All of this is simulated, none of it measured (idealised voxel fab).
This is a process module. Its name is voxel released beams.
Square cell edge 5 nm, section width 255 nm, ID cut.
In what follows, cross-sections appear as grids of square cells, described through bands that run from the top down, where every band is one or more rows of cells. The band entry comprises the height of the band's top followed by the height of its bottom, expressed in nm, and subsequently the band's materials from left to right, each stated together with its width in nm. Where a single material is marked with the word "everywhere", that material fills the band from edge to edge. The word "empty" represents empty space. Height datum 0, below which the as-received substrate wafer is one material. Lowest band open at the bottom, running downward: "0..down". When a width is written as two numbers, as in "30->40", the first number is the width in the top row of cells of the band and the second is the width in its bottom row, and the width changes by the same amount from each row to the next. Where the words "no modifications" appear for a step, the cross-section shows no cell changed by that step; every cell remained as before. Closed-off voids of 8+ cells (no open route to the top) go in "Unvented cavities", written width x height at distance from the left edge, in nm. Formally, on a step line, whatever follows the settings is a remark that the simulator itself makes on the step. You can add "overlay nm" to a step's line. For a step with a mask, it describes how far the mask lay to the right of its planned position, and a negative number describes a lay to the left.

The steps planned for the process are as follows:
1: RECEIVE,material Si
2: CONFORMAL_DEP,material Al2O3,thk nm 5
3: DIRECTIONAL_DEP,material SiO2,thk nm 15
4: MASKED_ETCH,tone open,mask id ANCHOR,width nm 40,etch materials SiO2,depth nm 15,overlay nm 0
5: CONFORMAL_DEP,material polySi,thk nm 15
6: MASKED_ETCH,tone cover,mask id BEAM,width nm 125,etch materials polySi,depth nm 15,overlay nm 0
7: STRIP,etch materials SiO2

The cross-section here shows the wafer as received, i.e. in its state after step 1:
- 0..down: Si everywhere
- Unvented cavities: none

Final wafer profile in cross-section after the module, from the same start and plan as above, with one mistake made during processing:
- 50..35: empty: 60 / polySi: 125 / empty: 70
- 35..20: polySi everywhere
- 20..5: SiO2: 65 / polySi: 40 / SiO2: 150
- 5..0: Al2O3 everywhere
- 0..down: Si everywhere
- Unvented cavities: none
So what did we get wrong on this run? regarding the plan, step 5 was run twice
